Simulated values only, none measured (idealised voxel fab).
The process module presented herein is designated voxel tone inversion.
Cross-section cut: width 210 nm, square cells of 5 nm.
A cross-section in this document is a grid of square cells, and it is written down as bands, the top band listed before the ones below it; a band is made up of one or more rows of cells.
Band: top and bottom heights (nm) first, top before bottom; then materials from left to right, widths in nm. "all across" marks a sole material filling the band edge to edge. "air" denotes empty space.
Heights from 0 (as-received wafer is one material below). Bottom band endless downward, as "0 down".
Note: "30..40" means the width goes from the first number (top row of the band) to the second number (bottom row) in equal steps per row of cells.
"all unchanged", as given for a step, is the statement that not any cell of the cross-section underwent a change during that step.
"Closed internal voids": empty spaces of 8 cells or more with no open way to the top, each given as width x height at distance, distance from the left edge, all in nm.
Whatever follows a step's settings on its line is a remark the simulator itself makes about that step.
overlay nm: on a step with a mask, how far right of its planned place the mask lay; negative means left.

Below is the list of planned process steps:
1 RECEIVE (material Si)
2 CONFORMAL_DEP (material SiCN; thk nm 5)
3 DIRECTIONAL_DEP (material polySi; thk nm 25)
4 PATTERN (tone cover; mask id POSTS; material resist; width nm 20; pitch nm 35; thk nm 35; overlay nm 0)
5 DIRECTIONAL_ETCH (etch materials polySi; depth nm 25)
6 STRIP (etch materials resist)
7 FILL_DEP (material lowk; thk nm 5)
8 CMP (height nm 30)
9 STRIP (etch materials polySi)

Cross-section of the incoming wafer, state after step 1:
> 0 down = Si all across
> Closed internal voids: none

Post-module cross-section of the first of two wafers (run per plan):
> 30 to 5 = lowk 75 nm | air 20 nm | lowk 15 nm | air 20 nm | lowk 80 nm
> 5 to 0 = SiCN all across
> 0 down = Si all across
> Closed internal voids: none

Cross-section at end of module for the second wafer of two, which matched the first in starting point and plan and differed by one mistake in its processing:
> 30 to 5 = lowk 70 nm | air 20 nm | lowk 15 nm | air 20 nm | lowk 85 nm
> 5 to 0 = SiCN all across
> 0 down = Si all across
> Closed internal voids: none
In executing the process, a mistake was made relative to the plan: step 4 ran as: PATTERN (tone cover; mask id POSTS; material resist; width nm 20; pitch nm 35; thk nm 35; overlay nm -5)
Heads up: at the end the two wafers have identical cell counts per material, they're just laid out differently.
